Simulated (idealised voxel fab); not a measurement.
Module name: voxel spacer lines (process module)
FYI the section here is cut, 220 nm wide, cells are 5 nm squares.
Square cells in a grid make up a cross-section in this document, and the grid is given as bands, listed from the top down, each one or more rows of cells. It is stipulated that each band's entry specify, in nanometres, the height of the top of the band and then that of its bottom, followed by the materials of the band in left-to-right sequence, each together with its width in nanometres. A single material marked by the word "all across" is understood to fill the band from edge to edge; the word "blank" is understood to denote empty space. Below 0: as-received wafer, all one material; heights counted from there. Lowest band: no bottom, goes on down, written "0 nm and below". Width "30->40": first value at the band's top row of cells, second value at its bottom row, equal change from row to row. "nothing was modified" after a step means that no cell of the cross-section changed. "Enclosed void entries": empty spaces of 8 cells or more with no open way to the top, each given as width x height at distance, distance from the left edge, all in nm. What comes after the settings on a step's line is commentary from the simulator itself on that step. Steps that use a mask can have "overlay nm" on their line. It says how far the mask sat to the right of where it was meant to be. Negative means to the left.
### So here's the lineup of process steps we planned
- 1: RECEIVE, material Si
- 2: CONFORMAL_DEP, material Al2O3, thk nm 5
- 3: DIRECTIONAL_DEP, material W, thk nm 10
- 4: DIRECTIONAL_DEP, material aC, thk nm 20
- 5: PATTERN, tone cover, mask id MANDREL, material resist, width nm 15, pitch nm 60, thk nm 30, overlay nm 0
- 6: DIRECTIONAL_ETCH, etch materials aC, depth nm 20
- 7: STRIP, etch materials resist
- 8: CONFORMAL_DEP, material SiO2, thk nm 15
- 9: DIRECTIONAL_ETCH, etch materials SiO2, depth nm 15
- 10: STRIP, etch materials aC
- 11: DIRECTIONAL_ETCH, etch materials W, depth nm 10
- 12: STRIP, etch materials SiO2
- 13: FILL_DEP, material SiO2, thk nm 10
- 14: CMP, height nm 15
### as received, after step 1
* 0 nm and below = Si all across
* Enclosed void entries: none
### Wafer cross-section at end of module: start and plan as shown above, one execution error
* 15 nm to 10 nm = SiO2 all across
* 10 nm to 0 nm = SiO2: 55 | W: 15 | SiO2: 15 | W: 15 | SiO2: 15 | W: 15 | SiO2: 15 | W: 15 | SiO2: 60
* 0 nm and below = Si all across
* Enclosed void entries: none
Error vs. plan: step 2 from the plan never happened, it was just skipped
